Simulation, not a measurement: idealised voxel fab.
Name of the process module below: voxel self aligned contacts
In the cross-section labelled cut, the width is 285 nm and each square cell is 5 nm.
A cross-section is written here as square cells arranged in a grid, and it is given in bands from the top down, each band taking up one or more rows of cells.
Per band: top height and bottom height in nm, followed by the left-to-right materials and their widths in nm; "full width" marks a single material spanning edge to edge, "air" marks empty space.
Heads up on the height convention: 0 is the point under which the incoming wafer is all one material, and the lowest band has no bottom, it just keeps going down, like "0 nm and below".
Width: "30->40" (first number = top row, second number = bottom row, same change from row to row of cells).
"same as before" for a step: no cell of the cross-section changed in that step.
In the "Enclosed voids" entry, you get each enclosed empty space of 8 cells or more, one with no open way to the top, written width x height at distance, distance from the left edge, in nm.
What comes after the settings on a step's line is commentary from the simulator itself on that step.
overlay nm, on a step with a mask: how far to the right of its planned place the mask lay; to the left if negative
### Set out below are the planned steps of the process
| 1 | RECEIVE with material Si |
| 2 | OXIDIZE with depth nm 5 |
| 3 | DIRECTIONAL_DEP with material polySi, thk nm 30 |
| 4 | DIRECTIONAL_DEP with material SiN, thk nm 25 |
| 5 | PATTERN with tone cover, mask id GATE, material resist, width nm 35, pitch nm 75, thk nm 20, overlay nm 0 |
| 6 | DIRECTIONAL_ETCH with etch materials SiN, depth nm 25 |
| 7 | DIRECTIONAL_ETCH with etch materials polySi, depth nm 30 |
| 8 | STRIP with etch materials resist |
| 9 | CONFORMAL_DEP with material SiN, thk nm 10 |
| 10 | DIRECTIONAL_ETCH with etch materials SiN, depth nm 10 |
| 11 | FILL_DEP with material SiO2, thk nm 20 |
| 12 | CMP with height nm 65 |
| 13 | PATTERN with tone open, mask id CONTACT, material resist, width nm 50, pitch nm 75, thk nm 15, overlay nm 0 |
| 14 | DIRECTIONAL_ETCH with etch materials SiO2, depth nm 70 |
| 15 | STRIP with etch materials resist |
| 16 | CONFORMAL_DEP with material TiN, thk nm 5 |
| 17 | FILL_DEP with material W, thk nm 10 |
| 18 | CMP with height nm 65 |
| 19 | CONFORMAL_DEP with material SiN, thk nm 5 |
### Below: the first of two wafers, run as planned
### As received (post step 1): cross-section
* 0 nm and below = Si full width
* Enclosed voids: none
### Cross-section of the wafer subsequent to step 2
* 0 nm to -5 nm = SiO2 full width
* Anything lower than -5 is untouched.
### Cross-section of the wafer subsequent to step 3
* 30 nm to 0 nm = polySi full width
* Anything lower than 0 is untouched.
### Cross-section of the wafer subsequent to step 4
* 55 nm to 30 nm = SiN full width
* Anything lower than 30 is untouched.
### Cross-section of the wafer subsequent to step 5
* 75 nm to 55 nm = 50 air / 35 resist / 40 air / 35 resist / 40 air / 35 resist / 50 air
* Anything lower than 55 is untouched.
### Cross-section of the wafer subsequent to step 6
* 75 nm to 55 nm = 50 air / 35 resist / 40 air / 35 resist / 40 air / 35 resist / 50 air
* 55 nm to 30 nm = 50 air / 35 SiN / 40 air / 35 SiN / 40 air / 35 SiN / 50 air
* Anything lower than 30 is untouched.
### Cross-section of the wafer subsequent to step 7
* 75 nm to 55 nm = 50 air / 35 resist / 40 air / 35 resist / 40 air / 35 resist / 50 air
* 55 nm to 30 nm = 50 air / 35 SiN / 40 air / 35 SiN / 40 air / 35 SiN / 50 air
* 30 nm to 0 nm = 50 air / 35 polySi / 40 air / 35 polySi / 40 air / 35 polySi / 50 air
* Anything lower than 0 is untouched.
### Cross-section of the wafer subsequent to step 8
* 55 nm to 30 nm = 50 air / 35 SiN / 40 air / 35 SiN / 40 air / 35 SiN / 50 air
* Anything lower than 30 is untouched.
### Cross-section of the wafer subsequent to step 9
* 65 nm to 30 nm = 40 air / 55 SiN / 20 air / 55 SiN / 20 air / 55 SiN / 40 air
* 30 nm to 10 nm = 40 air / 10 SiN / 35 polySi / 10 SiN / 20 air / 10 SiN / 35 polySi / 10 SiN / 20 air / 10 SiN / 35 polySi / 10 SiN / 40 air
* 10 nm to 0 nm = 50 SiN / 35 polySi / 40 SiN / 35 polySi / 40 SiN / 35 polySi / 50 SiN
* Anything lower than 0 is untouched.
### Cross-section of the wafer subsequent to step 10
* 55 nm to 30 nm = 40 air / 55 SiN / 20 air / 55 SiN / 20 air / 55 SiN / 40 air
* 30 nm to 0 nm = 40 air / 10 SiN / 35 polySi / 10 SiN / 20 air / 10 SiN / 35 polySi / 10 SiN / 20 air / 10 SiN / 35 polySi / 10 SiN / 40 air
* Anything lower than 0 is untouched.
### Cross-section of the wafer subsequent to step 11
* 75 nm to 55 nm = SiO2 full width
* 55 nm to 30 nm = 40 SiO2 / 55 SiN / 20 SiO2 / 55 SiN / 20 SiO2 / 55 SiN / 40 SiO2
* 30 nm to 0 nm = 40 SiO2 / 10 SiN / 35 polySi / 10 SiN / 20 SiO2 / 10 SiN / 35 polySi / 10 SiN / 20 SiO2 / 10 SiN / 35 polySi / 10 SiN / 40 SiO2
* Anything lower than 0 is untouched.
### Cross-section of the wafer subsequent to step 12
* 65 nm to 55 nm = SiO2 full width
* Anything lower than 55 is untouched.
### Cross-section of the wafer subsequent to step 13
* 80 nm to 65 nm = 80 resist / 50 air / 25 resist / 50 air / 80 resist
* Anything lower than 65 is untouched.
### Cross-section of the wafer subsequent to step 14
* 80 nm to 65 nm = 80 resist / 50 air / 25 resist / 50 air / 80 resist
* 65 nm to 55 nm = 80 SiO2 / 50 air / 25 SiO2 / 50 air / 80 SiO2
* 55 nm to 30 nm = 40 SiO2 / 55 SiN / 20 air / 55 SiN / 20 air / 55 SiN / 40 SiO2
* 30 nm to 0 nm = 40 SiO2 / 10 SiN / 35 polySi / 10 SiN / 20 air / 10 SiN / 35 polySi / 10 SiN / 20 air / 10 SiN / 35 polySi / 10 SiN / 40 SiO2
* 0 nm to -5 nm = 95 SiO2 / 20 air / 55 SiO2 / 20 air / 95 SiO2
* Anything lower than -5 is untouched.
### Cross-section of the wafer subsequent to step 15
* 65 nm to 55 nm = 80 SiO2 / 50 air / 25 SiO2 / 50 air / 80 SiO2
* Anything lower than 55 is untouched.
### Cross-section of the wafer subsequent to step 16
* 70 nm to 65 nm = 85 TiN / 40 air / 35 TiN / 40 air / 85 TiN
* 65 nm to 55 nm = 80 SiO2 / 5->20 TiN / 40->10 air / 5->20 TiN / 25 SiO2 / 5->20 TiN / 40->10 air / 5->20 TiN / 80 SiO2
* 55 nm to 30 nm = 40 SiO2 / 55 SiN / 5 TiN / 10 air / 5 TiN / 55 SiN / 5 TiN / 10 air / 5 TiN / 55 SiN / 40 SiO2
* 30 nm to 0 nm = 40 SiO2 / 10 SiN / 35 polySi / 10 SiN / 5 TiN / 10 air / 5 TiN / 10 SiN / 35 polySi / 10 SiN / 5 TiN / 10 air / 5 TiN / 10 SiN / 35 polySi / 10 SiN / 40 SiO2
* 0 nm to -5 nm = 95 SiO2 / 20 TiN / 55 SiO2 / 20 TiN / 95 SiO2
* Anything lower than -5 is untouched.
### Cross-section of the wafer subsequent to step 17
* 80 nm to 70 nm = W full width
* 70 nm to 65 nm = 85 TiN / 40 W / 35 TiN / 40 W / 85 TiN
* 65 nm to 55 nm = 80 SiO2 / 5->20 TiN / 40->10 W / 5->20 TiN / 25 SiO2 / 5->20 TiN / 40->10 W / 5->20 TiN / 80 SiO2
* 55 nm to 30 nm = 40 SiO2 / 55 SiN / 5 TiN / 10 W / 5 TiN / 55 SiN / 5 TiN / 10 W / 5 TiN / 55 SiN / 40 SiO2
* 30 nm to 0 nm = 40 SiO2 / 10 SiN / 35 polySi / 10 SiN / 5 TiN / 10 W / 5 TiN / 10 SiN / 35 polySi / 10 SiN / 5 TiN / 10 W / 5 TiN / 10 SiN / 35 polySi / 10 SiN / 40 SiO2
* Anything lower than 0 is untouched.
### Cross-section of the wafer subsequent to step 18
* 65 nm to 55 nm = 80 SiO2 / 5->20 TiN / 40->10 W / 5->20 TiN / 25 SiO2 / 5->20 TiN / 40->10 W / 5->20 TiN / 80 SiO2
* Anything lower than 55 is untouched.
### Cross-section of the wafer subsequent to step 19
* 70 nm to 65 nm = SiN full width
* Anything lower than 65 is untouched.
### Second Wafer (Identical Start and Plan, One Processing Error; Matches First Wafer Through Step 8)
Second wafer profile in section, at the moment step 9 of the plan was meant to be complete: same as before
### Second wafer profile in section, at the moment step 10 of the plan was meant to be complete
* 45 nm to 30 nm = 50 air / 35 SiN / 40 air / 35 SiN / 40 air / 35 SiN / 50 air
* Anything lower than 30 is untouched.
### Second wafer profile in section, at the moment step 11 of the plan was meant to be complete
* 65 nm to 45 nm = SiO2 full width
* 45 nm to 30 nm = 50 SiO2 / 35 SiN / 40 SiO2 / 35 SiN / 40 SiO2 / 35 SiN / 50 SiO2
* 30 nm to 0 nm = 50 SiO2 / 35 polySi / 40 SiO2 / 35 polySi / 40 SiO2 / 35 polySi / 50 SiO2
* Anything lower than 0 is untouched.
Second wafer profile in section, at the moment step 12 of the plan was meant to be complete: same as before
### Second wafer profile in section, at the moment step 13 of the plan was meant to be complete
* 80 nm to 65 nm = 80 resist / 50 air / 25 resist / 50 air / 80 resist
* Anything lower than 65 is untouched.
### Second wafer profile in section, at the moment step 14 of the plan was meant to be complete
* 80 nm to 65 nm = 80 resist / 50 air / 25 resist / 50 air / 80 resist
* 65 nm to 45 nm = 80 SiO2 / 50 air / 25 SiO2 / 50 air / 80 SiO2
* 45 nm to 30 nm = 50 SiO2 / 35 SiN / 40 air / 35 SiN / 40 air / 35 SiN / 50 SiO2
* 30 nm to 0 nm = 50 SiO2 / 35 polySi / 40 air / 35 polySi / 40 air / 35 polySi / 50 SiO2
* 0 nm to -5 nm = 85 SiO2 / 40 air / 35 SiO2 / 40 air / 85 SiO2
* Anything lower than -5 is untouched.
### Second wafer profile in section, at the moment step 15 of the plan was meant to be complete
* 65 nm to 45 nm = 80 SiO2 / 50 air / 25 SiO2 / 50 air / 80 SiO2
* Anything lower than 45 is untouched.
### Second wafer profile in section, at the moment step 16 of the plan was meant to be complete
* 70 nm to 65 nm = 85 TiN / 40 air / 35 TiN / 40 air / 85 TiN
* 65 nm to 50 nm = 80 SiO2 / 5 TiN / 40 air / 5 TiN / 25 SiO2 / 5 TiN / 40 air / 5 TiN / 80 SiO2
* 50 nm to 45 nm = 80 SiO2 / 10 TiN / 30 air / 10 TiN / 25 SiO2 / 10 TiN / 30 air / 10 TiN / 80 SiO2
* 45 nm to 30 nm = 50 SiO2 / 35 SiN / 5 TiN / 30 air / 5 TiN / 35 SiN / 5 TiN / 30 air / 5 TiN / 35 SiN / 50 SiO2
* 30 nm to 0 nm = 50 SiO2 / 35 polySi / 5 TiN / 30 air / 5 TiN / 35 polySi / 5 TiN / 30 air / 5 TiN / 35 polySi / 50 SiO2
* 0 nm to -5 nm = 85 SiO2 / 40 TiN / 35 SiO2 / 40 TiN / 85 SiO2
* Anything lower than -5 is untouched.
### Second wafer profile in section, at the moment step 17 of the plan was meant to be complete
* 80 nm to 70 nm = W full width
* 70 nm to 65 nm = 85 TiN / 40 W / 35 TiN / 40 W / 85 TiN
* 65 nm to 50 nm = 80 SiO2 / 5 TiN / 40 W / 5 TiN / 25 SiO2 / 5 TiN / 40 W / 5 TiN / 80 SiO2
* 50 nm to 45 nm = 80 SiO2 / 10 TiN / 30 W / 10 TiN / 25 SiO2 / 10 TiN / 30 W / 10 TiN / 80 SiO2
* 45 nm to 30 nm = 50 SiO2 / 35 SiN / 5 TiN / 30 W / 5 TiN / 35 SiN / 5 TiN / 30 W / 5 TiN / 35 SiN / 50 SiO2
* 30 nm to 0 nm = 50 SiO2 / 35 polySi / 5 TiN / 30 W / 5 TiN / 35 polySi / 5 TiN / 30 W / 5 TiN / 35 polySi / 50 SiO2
* Anything lower than 0 is untouched.
### Second wafer profile in section, at the moment step 18 of the plan was meant to be complete
* 65 nm to 50 nm = 80 SiO2 / 5 TiN / 40 W / 5 TiN / 25 SiO2 / 5 TiN / 40 W / 5 TiN / 80 SiO2
* Anything lower than 50 is untouched.
### Second wafer profile in section, at the moment step 19 of the plan was meant to be complete
* 70 nm to 65 nm = SiN full width
* Anything lower than 65 is untouched.
Against the plan, the run slipped here: step 9 of the plan was excluded from execution and never run
Final tally in cells, some materials are higher or lower on the second wafer than on the first: 174 fewer of SiN | 70 more of SiO2 | 104 more of W
